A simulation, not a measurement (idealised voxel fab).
Process module name: voxel double patterning
Each square cell in cross-section cut measures 5 nm, and the section as a whole is 200 nm wide.
Cross-section format: a grid of square cells, given as bands from top to bottom; each band is one or more rows of cells.
Within each band entry, the heights of the top and of the bottom of the band appear first, in that order and in nm; the materials of the band then follow from left to right, each with its corresponding width in nm. The designation "all across" on a single material indicates that it fills the band from edge to edge; the designation "air" indicates empty space.
We count height from 0. Below that, the starting wafer is all one material. The lowest band never ends at the bottom but goes on down; see "0 nm and below" for how that is written.
So if you see something like "30..40" for the width, read it as the top row of the band sitting at the first number and the bottom row at the second, with every row in between moving by the same amount as the last.
Where a step carries "everything unchanged", the cross-section came out of it unchanged, cell for cell.
The label "Entrapped void list" introduces a list of the empty spaces, 8 cells or larger, that have no open way up to the top; each entry in it reads width x height at distance, where the distance is taken from the left edge and all three are stated in nm.
If you see something after the settings on a step's line, that's the simulator's own remark about that step.
overlay nm: on a step with a mask, how far right of its planned place the mask lay; negative means left.
Intended process steps
1) RECEIVE: material Si
2) CONFORMAL_DEP: material SiO2, thk nm 5
3) DIRECTIONAL_DEP: material W, thk nm 10
4) DIRECTIONAL_DEP: material SiCN, thk nm 10
5) DIRECTIONAL_DEP: material aC, thk nm 15
6) PATTERN: tone open, mask id FIRST, material resist, width nm 15, pitch nm 50, thk nm 30, overlay nm 0
7) DIRECTIONAL_ETCH: etch materials aC, depth nm 15
8) STRIP: etch materials resist
9) DIRECTIONAL_ETCH: etch materials SiCN, depth nm 10
10) STRIP: etch materials aC
11) PATTERN: tone open, mask id SECOND, material resist, width nm 15, thk nm 15, overlay nm 0
12) DIRECTIONAL_ETCH: etch materials SiCN, depth nm 10
13) STRIP: etch materials resist
14) DIRECTIONAL_ETCH: etch materials W, depth nm 10
15) STRIP: etch materials SiCN
First wafer out of two, processed as planned
This is the cross-section of the wafer as we received it, i.e. after step 1
  0 nm and below: Si all across
  Entrapped void list: none
You're looking at a cross-section of the wafer after step 2
  5 nm to 0 nm: SiO2 all across
  Rest of section, below 0: as before.
You're looking at a cross-section of the wafer after step 3
  15 nm to 5 nm: W all across
  Rest of section, below 5: as before.
You're looking at a cross-section of the wafer after step 4
  25 nm to 15 nm: SiCN all across
  Rest of section, below 15: as before.
You're looking at a cross-section of the wafer after step 5
  40 nm to 25 nm: aC all across
  Rest of section, below 25: as before.
You're looking at a cross-section of the wafer after step 6
  70 nm to 40 nm: resist 65, then air 15, then resist 35, then air 15, then resist 70
  Rest of section, below 40: as before.
You're looking at a cross-section of the wafer after step 7
  55 nm to 40 nm: resist 65, then air 15, then resist 35, then air 15, then resist 70
  40 nm to 25 nm: aC 65, then air 15, then aC 35, then air 15, then aC 70
  Rest of section, below 25: as before.
You're looking at a cross-section of the wafer after step 8
  40 nm to 25 nm: aC 65, then air 15, then aC 35, then air 15, then aC 70
  Rest of section, below 25: as before.
You're looking at a cross-section of the wafer after step 9
  40 nm to 25 nm: aC 65, then air 15, then aC 35, then air 15, then aC 70
  25 nm to 15 nm: SiCN 65, then air 15, then SiCN 35, then air 15, then SiCN 70
  Rest of section, below 15: as before.
You're looking at a cross-section of the wafer after step 10
  25 nm to 15 nm: SiCN 65, then air 15, then SiCN 35, then air 15, then SiCN 70
  Rest of section, below 15: as before.
You're looking at a cross-section of the wafer after step 11
  40 nm to 25 nm: resist 90, then air 15, then resist 95
  25 nm to 15 nm: SiCN 65, then resist 15, then SiCN 35, then resist 15, then SiCN 70
  Rest of section, below 15: as before.
You're looking at a cross-section of the wafer after step 12
  40 nm to 25 nm: resist 90, then air 15, then resist 95
  25 nm to 15 nm: SiCN 65, then resist 15, then SiCN 10, then air 15, then SiCN 10, then resist 15, then SiCN 70
  Rest of section, below 15: as before.
You're looking at a cross-section of the wafer after step 13
  25 nm to 15 nm: SiCN 65, then air 15, then SiCN 10, then air 15, then SiCN 10, then air 15, then SiCN 70
  Rest of section, below 15: as before.
You're looking at a cross-section of the wafer after step 14
  25 nm to 15 nm: SiCN 65, then air 15, then SiCN 10, then air 15, then SiCN 10, then air 15, then SiCN 70
  15 nm to 5 nm: W 65, then air 15, then W 10, then air 15, then W 10, then air 15, then W 70
  Rest of section, below 5: as before.
You're looking at a cross-section of the wafer after step 15
  15 nm to 5 nm: W 65, then air 15, then W 10, then air 15, then W 10, then air 15, then W 70
  Rest of section, below 5: as before.
Second wafer - shared start and plan with the first - one error in running - same as the first up to step 2 inclusive
Look at the second wafer in cross-section at the time step 3 ought to have finished
  10 nm to 5 nm: W all across
  Rest of section, below 5: as before.
Look at the second wafer in cross-section at the time step 4 ought to have finished
  20 nm to 10 nm: SiCN all across
  Rest of section, below 10: as before.
Look at the second wafer in cross-section at the time step 5 ought to have finished
  35 nm to 20 nm: aC all across
  Rest of section, below 20: as before.
Look at the second wafer in cross-section at the time step 6 ought to have finished
  65 nm to 35 nm: resist 65, then air 15, then resist 35, then air 15, then resist 70
  Rest of section, below 35: as before.
Look at the second wafer in cross-section at the time step 7 ought to have finished
  50 nm to 35 nm: resist 65, then air 15, then resist 35, then air 15, then resist 70
  35 nm to 20 nm: aC 65, then air 15, then aC 35, then air 15, then aC 70
  Rest of section, below 20: as before.
Look at the second wafer in cross-section at the time step 8 ought to have finished
  35 nm to 20 nm: aC 65, then air 15, then aC 35, then air 15, then aC 70
  Rest of section, below 20: as before.
Look at the second wafer in cross-section at the time step 9 ought to have finished
  35 nm to 20 nm: aC 65, then air 15, then aC 35, then air 15, then aC 70
  20 nm to 10 nm: SiCN 65, then air 15, then SiCN 35, then air 15, then SiCN 70
  Rest of section, below 10: as before.
Look at the second wafer in cross-section at the time step 10 ought to have finished
  20 nm to 10 nm: SiCN 65, then air 15, then SiCN 35, then air 15, then SiCN 70
  Rest of section, below 10: as before.
Look at the second wafer in cross-section at the time step 11 ought to have finished
  35 nm to 20 nm: resist 90, then air 15, then resist 95
  20 nm to 10 nm: SiCN 65, then resist 15, then SiCN 35, then resist 15, then SiCN 70
  Rest of section, below 10: as before.
Look at the second wafer in cross-section at the time step 12 ought to have finished
  35 nm to 20 nm: resist 90, then air 15, then resist 95
  20 nm to 10 nm: SiCN 65, then resist 15, then SiCN 10, then air 15, then SiCN 10, then resist 15, then SiCN 70
  Rest of section, below 10: as before.
Look at the second wafer in cross-section at the time step 13 ought to have finished
  20 nm to 10 nm: SiCN 65, then air 15, then SiCN 10, then air 15, then SiCN 10, then air 15, then SiCN 70
  Rest of section, below 10: as before.
Look at the second wafer in cross-section at the time step 14 ought to have finished
  20 nm to 10 nm: SiCN 65, then air 15, then SiCN 10, then air 15, then SiCN 10, then air 15, then SiCN 70
  10 nm to 5 nm: W 65, then air 15, then W 10, then air 15, then W 10, then air 15, then W 70
  Rest of section, below 5: as before.
Look at the second wafer in cross-section at the time step 15 ought to have finished
  10 nm to 5 nm: W 65, then air 15, then W 10, then air 15, then W 10, then air 15, then W 70
  Rest of section, below 5: as before.
What went wrong in running the wafer? step 3 went in with a setting other than planned; the actual run was DIRECTIONAL_DEP: material W, thk nm 5
Counted in cells at the end, the second wafer holds more or fewer of these materials than the first: -31 W
